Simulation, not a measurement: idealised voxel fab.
The following process module bears the name voxel gate over fins.
Xsec cut, 270 nm wide, square cell size 5 nm.
In this document a cross-section is written as a grid of square cells. It is given as a series of bands, listed from the top down, and a band is one or more rows of cells.
What a band's entry tells you: where the top is and where the bottom is, as heights in nm, and after that what lies inside, material by material from left to right, each with its width in nm. Empty space is written as the word "air", and a single material marked with the word "full width" occupies the band from edge to edge.
Measure heights from 0. That's the level where, below it, the as-received wafer is all one material. The lowest band is bottomless and extends downward; write it as in "0 -> down".
The two numbers in a width such as "30->40" mark its ends across the band: the first belongs to the top row of cells, the second to the bottom row, and from each row to the next the width moves by the same amount.
"stayed the same", as given for a step, is the statement that not any cell of the cross-section underwent a change during that step.
Reported under the label "Enclosed void catalog" are the empty spaces having no open way to the top and comprising 8 cells or more; the notation for each is width x height at distance, in which the distance is measured from the left edge and all three values are in nm.
On a step's line, text after the settings is the simulator commenting on that step.
"overlay nm" answers the question of how far to the right of plan the mask lay on a step that has a mask, and when it is negative the answer is to the left.
INTENDED PROCESS STEPS
- 1: RECEIVE (material Si)
- 2: CONFORMAL_DEP (material SiN; thk nm 5)
- 3: MASKED_ETCH (tone cover; mask id FINS; width nm 15; pitch nm 55; etch materials SiN; depth nm 5; overlay nm 0)
- 4: MASKED_ETCH (tone cover; mask id FINS; width nm 15; pitch nm 55; etch materials Si; depth nm 35; overlay nm 0)
- 5: OXIDIZE (depth nm 5)
- 6: FILL_DEP (material SiO2; thk nm 15)
- 7: CMP (height nm 5)
- 8: PATTERN (tone open; mask id RAIL; material resist; width nm 15; thk nm 20; overlay nm 0)
- 9: DIRECTIONAL_ETCH (etch materials SiO2; depth nm 35)
- 10: STRIP (etch materials resist)
- 11: CONFORMAL_DEP (material TiN; thk nm 5)
- 12: FILL_DEP (material Ru; thk nm 5)
- 13: CMP (height nm 5)
- 14: SELECTIVE_ETCH (etch materials W Ru TiN; depth nm 20)
- 15: FILL_DEP (material SiO2; thk nm 5)
- 16: CMP (height nm 5)
- 17: SELECTIVE_ETCH (etch materials SiO2; depth nm 15)
- 18: STRIP (etch materials SiN)
- 19: CONFORMAL_DEP (material HfO2; thk nm 5)
- 20: CONFORMAL_DEP (material TiN; thk nm 5)
- 21: FILL_DEP (material W; thk nm 15)
- 22: CMP (height nm 20)
- 23: CONFORMAL_DEP (material SiCN; thk nm 5)
INCOMING WAFER, CROSS-SECTIONAL VIEW, POST STEP 1
    0 -> down  Si full width
    Enclosed void catalog: none
ONE MISTAKE IN RUNNING THE MODULE, OTHERWISE START AND PLAN AS ABOVE: CROSS-SECTION AT THE END
    25 -> 20  SiCN full width
    20 -> 10  W full width
    10 -> 5  W: 40 | TiN: 25 | W: 30 | TiN: 25 | W: 30 | TiN: 25 | W: 30 | TiN: 25 | W: 40
    5 -> 0  W: 40 | TiN: 5 | HfO2: 15 | TiN: 5 | W: 30 | TiN: 5 | HfO2: 15 | TiN: 5 | W: 30 | TiN: 5 | HfO2: 15 | TiN: 5 | W: 30 | TiN: 5 | HfO2: 15 | TiN: 5 | W: 40
    0 -> -5  TiN: 45 | HfO2: 5 | Si: 5 | HfO2: 5 | TiN: 40 | HfO2: 5 | Si: 5 | HfO2: 5 | TiN: 40 | HfO2: 5 | Si: 5 | HfO2: 5 | TiN: 40 | HfO2: 5 | Si: 5 | HfO2: 5 | TiN: 45
    -5 -> -10  HfO2: 50 | Si: 5 | HfO2: 50 | Si: 5 | HfO2: 50 | Si: 5 | HfO2: 50 | Si: 5 | HfO2: 50
    -10 -> -15  SiO2: 50 | Si: 5 | SiO2: 50 | Si: 5 | SiO2: 50 | Si: 5 | SiO2: 50 | Si: 5 | SiO2: 50
    -15 -> -25  Ru: 40 | TiN: 5 | SiO2: 5 | Si: 5 | SiO2: 5 | TiN: 10 | SiO2: 15 | TiN: 5 | Ru: 5 | TiN: 5 | SiO2: 5 | Si: 5 | SiO2: 5 | TiN: 5 | Ru: 30 | TiN: 5 | SiO2: 5 | Si: 5 | SiO2: 5 | TiN: 5 | Ru: 30 | TiN: 5 | SiO2: 5 | Si: 5 | SiO2: 5 | TiN: 5 | Ru: 40
    -25 -> -30  TiN: 45 | SiO2: 5 | Si: 5 | SiO2: 5 | TiN: 10 | SiO2: 15 | TiN: 15 | SiO2: 5 | Si: 5 | SiO2: 5 | TiN: 40 | SiO2: 5 | Si: 5 | SiO2: 5 | TiN: 40 | SiO2: 5 | Si: 5 | SiO2: 5 | TiN: 45
    -30 -> -40  SiO2: 50 | Si: 5 | SiO2: 50 | Si: 5 | SiO2: 50 | Si: 5 | SiO2: 50 | Si: 5 | SiO2: 50
    -40 -> down  Si full width
    Enclosed void catalog: none
Want to know what went wrong? step 8 was run on a setting that differed from the plan, and what really ran there is PATTERN (tone cover; mask id RAIL; material resist; width nm 15; thk nm 20; overlay nm 0)
